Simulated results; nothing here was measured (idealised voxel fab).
process module | voxel self aligned vias
cross-section cut | 185 nm wide | cells 5 nm
A cross-section is a grid of square cells, given in bands from the top down. A band is one or more rows of cells.
Each band's line starts with the height of the band's top and of its bottom, in nm. Then come its materials from left to right, each with its width in nm. One material with "throughout" fills the band from edge to edge. "air" is empty space.
Height 0 is the level under which the wafer as received is all one material. The lowest band goes on downwards, as in "0 down".
A width such as "30 to 40" changes by the same amount from each row of cells to the next, from the band's top row to its bottom row.
"no change" after a step means that no cell of the cross-section changed.
closed voids: empty space of 8 cells or more with no open way to the top, each as width x height at its distance from the left edge, in nm
after a step's settings: what the simulator itself notes on the step
overlay nm, on a step with a mask: how far to the right of its planned place the mask lay; to the left if negative
plan
1 op RECEIVE | material Si
2 op CONFORMAL_DEP | material SiO2 | thk nm 15
3 op CONFORMAL_DEP | material SiCN | thk nm 5
4 op DIRECTIONAL_DEP | material SiO2 | thk nm 30
5 op DIRECTIONAL_DEP | material aC | thk nm 10
6 op PATTERN | tone open | mask id LINES | material resist | width nm 25 | pitch nm 50 | thk nm 25 | overlay nm 0
7 op DIRECTIONAL_ETCH | etch materials aC | depth nm 10
8 op STRIP | etch materials resist
9 op DIRECTIONAL_ETCH | etch materials SiO2 | depth nm 30
10 op STRIP | etch materials aC
11 op CONFORMAL_DEP | material TiN | thk nm 5
12 op FILL_DEP | material W | thk nm 5
13 op CMP | height nm 50
14 op SELECTIVE_ETCH | etch materials W Ru TiN | depth nm 5
15 op FILL_DEP | material SiN | thk nm 10
16 op CMP | height nm 50
17 op DIRECTIONAL_DEP | material SiO2 | thk nm 15
18 op MASKED_ETCH | tone open | mask id VIAS | width nm 35 | etch materials SiO2 | depth nm 15 | overlay nm 0
19 op MASKED_ETCH | tone open | mask id VIAS | width nm 35 | etch materials SiN | depth nm 5 | overlay nm 0
20 op CONFORMAL_DEP | material TiN | thk nm 5
21 op FILL_DEP | material Cu | thk nm 10
22 op CMP | height nm 65
23 op CONFORMAL_DEP | material SiCN | thk nm 5
as received, after step 1
  0 down: Si throughout
  closed voids: none
first wafer at the end, as planned
  70 to 65: SiCN throughout
  65 to 55: SiO2 50 | TiN 5 | Cu 25 | TiN 5 | SiO2 100
  55 to 50: SiO2 50 | TiN 10 | Cu 15 | TiN 10 | SiO2 100
  50 to 45: SiO2 55 | TiN 25 | SiO2 25 | SiN 25 | SiO2 55
  45 to 25: SiO2 55 | TiN 5 | W 15 | TiN 5 | SiO2 25 | TiN 5 | W 15 | TiN 5 | SiO2 55
  25 to 20: SiO2 55 | TiN 25 | SiO2 25 | TiN 25 | SiO2 55
  20 to 15: SiCN throughout
  15 to 0: SiO2 throughout
  0 down: Si throughout
  closed voids: none
second wafer at the end: like start, like plan, one mistake
  70 to 65: SiCN throughout
  65 to 50: SiO2 50 | TiN 5 | Cu 25 | TiN 5 | SiO2 100
  50 to 45: SiN 50 | TiN 35 | SiN 100
  45 to 20: SiO2 55 | TiN 5 | W 15 | TiN 5 | SiO2 25 | TiN 5 | W 15 | TiN 5 | SiO2 55
  20 to 15: SiO2 55 | TiN 25 | SiO2 25 | TiN 25 | SiO2 55
  15 to 0: SiO2 throughout
  0 down: Si throughout
  closed voids: none
what went wrong: step 3 was left out
at the end the second wafer has, in cells: 2 more of Cu | 37 fewer of SiCN | 25 more of SiN | 4 more of TiN | 6 more of W
